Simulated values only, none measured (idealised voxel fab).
voxel ribs on slabs: a process module
Square cells of 5 nm make up the cross-section cut, whose width is 290 nm.
Heads up, the way a cross-section reads in here is a grid of square cells, handed over as bands from the top down, with every band being one or more rows of cells. Top, bottom (nm), then materials left to right with widths (nm); lone material tagged "throughout" fills the whole band edge to edge; "air" = empty space. Measure heights from 0. That's the level where, below it, the as-received wafer is all one material. The lowest band is bottomless and extends downward; write it as in "from 0 down". Width spec "30..40" -> top row of cells at first value, bottom row at second value, equal per-row change in between. When a step is marked "no change", none of the cells in the cross-section changed during that step. Enclosed voids (no open way to top), threshold 8 cells or more, entry "Fully sealed cavities", notation width x height at distance, distance from left edge, nm. The remark found on a step's line after its settings is issued by the simulator itself and pertains to that step. What "overlay nm" on a step's line means: if the step has a mask, that mask lay this far to the right of its planned place, or, when the value is negative, to the left.
# This section lists the process steps that were planned
1 op RECEIVE | material Si
2 op DIRECTIONAL_DEP | material SiO2 | thk nm 30
3 op DIRECTIONAL_DEP | material polySi | thk nm 20
4 op MASKED_ETCH | tone cover | mask id RIB | width nm 25 | etch materials polySi | depth nm 5 | overlay nm 0
5 op PATTERN | tone cover | mask id SLAB | material resist | width nm 55 | thk nm 15 | overlay nm 0
6 op DIRECTIONAL_ETCH | etch materials polySi | depth nm 15
7 op STRIP | etch materials resist
8 op FILL_DEP | material SiO2 | thk nm 20
9 op CMP | height nm 60
10 op DIRECTIONAL_DEP | material W | thk nm 5
11 op MASKED_ETCH | tone cover | mask id HEATER | width nm 35 | etch materials W | depth nm 5 | overlay nm 0
12 op CONFORMAL_DEP | material SiN | thk nm 10
# As-received wafer cross-section (after step 1)
> from 0 down = Si throughout
> Fully sealed cavities: none
# Here's the wafer cut in cross-section after the module, started and planned just like above, except one thing was done wrong in the run
> from 75 to 70 = 110 air, 55 SiN, 125 air
> from 70 to 65 = SiN throughout
> from 65 to 60 = 120 SiN, 35 W, 135 SiN
> from 60 to 50 = SiO2 throughout
> from 50 to 45 = 130 SiO2, 25 polySi, 135 SiO2
> from 45 to 30 = 115 SiO2, 55 polySi, 120 SiO2
> from 30 to 0 = SiO2 throughout
> from 0 down = Si throughout
> Fully sealed cavities: none
The plan and the run diverged here: step 11 was processed under conditions differing from the plan, specifically as op MASKED_ETCH | tone cover | mask id HEATER | width nm 35 | etch materials W | depth nm 5 | overlay nm -5
